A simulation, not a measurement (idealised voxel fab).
The process module presented herein is designated voxel wiring stack.
255 nm wide, 5 nm square cells: that's cross-section cut.
Format of a cross-section: grid, square cells. Given as bands. Order: top down. Band: one or more rows of cells.
Each band's line starts with the height of the band's top and of its bottom, in nm. Then come its materials from left to right, each with its width in nm. One material with "everywhere" fills the band from edge to edge. "blank" is empty space.
Height is counted from the level 0, under which the received wafer is composed throughout of one material. The lowest of the bands is not closed at the bottom but continues downward, in the notation "0 and below".
Read "30..40" as a graded width: first number on top, second number at the bottom, same change between each pair of neighbouring rows.
Step marked "remained unchanged"? Then no cell in the cross-section changed in it.
Closed-off voids of 8+ cells (no open route to the top) go in "Completely enclosed voids", written width x height at distance from the left edge, in nm.
What comes after the settings on a step's line is commentary from the simulator itself on that step.
A step line may carry the setting "overlay nm", which, for steps involving a mask, states the distance by which the mask lay to the right of its intended position; negative values denote displacement to the left.

Process steps foreseen in the plan:
1,RECEIVE, material Si
2,CONFORMAL_DEP, material SiO2, thk nm 15
3,DIRECTIONAL_DEP, material TiN, thk nm 5
4,DIRECTIONAL_DEP, material Ru, thk nm 25
5,MASKED_ETCH, tone cover, mask id METAL_1, width nm 25, pitch nm 40, etch materials Ru, depth nm 25, overlay nm 0
6,MASKED_ETCH, tone cover, mask id METAL_1, width nm 25, pitch nm 40, etch materials TiN, depth nm 5, overlay nm 0
7,FILL_DEP, material SiO2, thk nm 10
8,CMP, height nm 45
9,CONFORMAL_DEP, material SiCN, thk nm 5
10,DIRECTIONAL_DEP, material lowk, thk nm 15
11,PATTERN, tone open, mask id PLUG_1, material resist, width nm 15, pitch nm 40, thk nm 15, overlay nm 0
12,DIRECTIONAL_ETCH, etch materials lowk, depth nm 15
13,DIRECTIONAL_ETCH, etch materials SiCN, depth nm 5
14,STRIP, etch materials resist
15,EPI, material Ru, thk nm 10
16,EPI, material Ru, thk nm 10
17,DIRECTIONAL_DEP, material TiN, thk nm 5
18,DIRECTIONAL_DEP, material Ru, thk nm 20
19,PATTERN, tone cover, mask id METAL_2, material resist, width nm 25, pitch nm 40, thk nm 20, overlay nm 0
20,DIRECTIONAL_ETCH, etch materials Ru, depth nm 20
21,DIRECTIONAL_ETCH, etch materials TiN, depth nm 5
22,STRIP, etch materials resist
23,FILL_DEP, material lowk, thk nm 10
24,CMP, height nm 90
25,CONFORMAL_DEP, material SiN, thk nm 5

Wafer at receipt (post step 1), cross-section:
    0 and below: Si everywhere
    Completely enclosed voids: none

Cross-sectional image of the first of two wafers at the end of the module, the run having proceeded as planned:
    95 down to 90: SiN everywhere
    90 down to 70: 95 nm lowk, then 25 nm Ru, then 15 nm lowk, then 25 nm Ru, then 95 nm lowk
    70 down to 65: 95 nm lowk, then 25 nm TiN, then 15 nm lowk, then 25 nm TiN, then 95 nm lowk
    65 down to 50: 95 nm lowk, then 15 nm Ru, then 25 nm lowk, then 15 nm Ru, then 105 nm lowk
    50 down to 45: 95 nm SiCN, then 15 nm Ru, then 25 nm SiCN, then 15 nm Ru, then 105 nm SiCN
    45 down to 20: 95 nm SiO2, then 25 nm Ru, then 15 nm SiO2, then 25 nm Ru, then 95 nm SiO2
    20 down to 15: 95 nm SiO2, then 25 nm TiN, then 15 nm SiO2, then 25 nm TiN, then 95 nm SiO2
    15 down to 0: SiO2 everywhere
    0 and below: Si everywhere
    Completely enclosed voids: none

Wafer two cross-section, module end. Start and plan unchanged from wafer one; one mistake made during the run:
    95 down to 90: SiN everywhere
    90 down to 70: 110 nm lowk, then 10 nm Ru, then 30 nm lowk, then 10 nm Ru, then 95 nm lowk
    70 down to 65: 95 nm lowk, then 15 nm Ru, then 10 nm TiN, then 15 nm lowk, then 15 nm Ru, then 10 nm TiN, then 95 nm lowk
    65 down to 50: 95 nm lowk, then 15 nm Ru, then 25 nm lowk, then 15 nm Ru, then 105 nm lowk
    50 down to 45: 95 nm SiCN, then 15 nm TiN, then 25 nm SiCN, then 15 nm TiN, then 105 nm SiCN
    45 down to 40: SiO2 everywhere
    40 down to 20: 95 nm SiO2, then 25 nm Ru, then 15 nm SiO2, then 25 nm Ru, then 95 nm SiO2
    20 down to 15: 95 nm SiO2, then 25 nm TiN, then 15 nm SiO2, then 25 nm TiN, then 95 nm SiO2
    15 down to 0: SiO2 everywhere
    0 and below: Si everywhere
    Completely enclosed voids: none
Misprocessing identified: step 4: run off-plan, actual operation and settings DIRECTIONAL_DEP, material Ru, thk nm 20
Materials where the second wafer ends with more or fewer cells than the first: 34 fewer of Ru | 10 more of SiO2 | 24 more of lowk
